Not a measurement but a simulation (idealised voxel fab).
process module | voxel self aligned contacts
In the cross-section labelled cut, the width is 170 nm and each square cell is 5 nm.
A cross-section is written here as square cells arranged in a grid, and it is given in bands from the top down, each band taking up one or more rows of cells.
Heads up on the band format: heights come first, top then bottom, in nm. After that it's the materials left to right, each with its width in nm. A single material flagged "full width" fills the whole band edge to edge, and "blank" means there's empty space there.
Ref level 0: as-received wafer is one material below here. Bottom band extends down with no lower bound ("0..down").
Top row gets the first number, bottom row gets the second, and each row in between changes by the same step: that is how a band width like "30..40" works.
The designation "nothing got changed", where it is given for a processing step, indicates that no cell of the cross-section was altered in the course of that step.
Fully sealed cavities: empty space of 8 cells or more with no open way to the top, each as width x height at its distance from the left edge, in nm
Heads up: the bit after the settings on a step's line is the simulator's remark on that step.
overlay nm: for a step with a mask, the amount by which the mask lay right of where it was planned; a negative amount means left of it.
Intended process steps
1) RECEIVE [material Si]
2) CONFORMAL_DEP [material SiO2] [thk nm 5]
3) DIRECTIONAL_DEP [material polySi] [thk nm 25]
4) DIRECTIONAL_DEP [material SiN] [thk nm 20]
5) PATTERN [tone cover] [mask id GATE] [material resist] [width nm 25] [pitch nm 60] [thk nm 20] [overlay nm 0]
6) DIRECTIONAL_ETCH [etch materials SiN] [depth nm 20]
7) DIRECTIONAL_ETCH [etch materials polySi] [depth nm 25]
8) STRIP [etch materials resist]
9) CONFORMAL_DEP [material SiN] [thk nm 5]
10) DIRECTIONAL_ETCH [etch materials SiN] [depth nm 5]
11) FILL_DEP [material SiO2] [thk nm 15]
12) CMP [height nm 55]
13) DIRECTIONAL_DEP [material aC] [thk nm 10]
14) PATTERN [tone open] [mask id CONTACT] [material resist] [width nm 45] [thk nm 25] [overlay nm 0]
15) DIRECTIONAL_ETCH [etch materials aC] [depth nm 10]
16) STRIP [etch materials resist]
17) DIRECTIONAL_ETCH [etch materials SiO2] [depth nm 55]
18) STRIP [etch materials aC]
19) CONFORMAL_DEP [material TiN] [thk nm 5]
20) FILL_DEP [material Ru] [thk nm 5]
21) CMP [height nm 55]
22) CONFORMAL_DEP [material SiCN] [thk nm 5]
as received, after step 1
    0..down = Si full width
    Fully sealed cavities: none
Result of the module, cross-sectioned: start per above, plan per above, one error in how it was run
    60..55 = SiCN full width
    55..50 = SiO2 70, TiN 5, Ru 15, TiN 25, SiO2 55
    50..30 = SiO2 35, SiN 35, TiN 5, Ru 15, TiN 5, SiN 35, SiO2 40
    30..5 = SiO2 35, SiN 5, polySi 25, SiN 5, TiN 5, Ru 15, TiN 5, SiN 5, polySi 25, SiN 5, SiO2 40
    5..0 = SiO2 70, TiN 25, SiO2 75
    0..down = Si full width
    Fully sealed cavities: none
The plan and the run diverged here: not per plan at step 14, really ran PATTERN [tone open] [mask id CONTACT] [material resist] [width nm 45] [thk nm 25] [overlay nm 10]
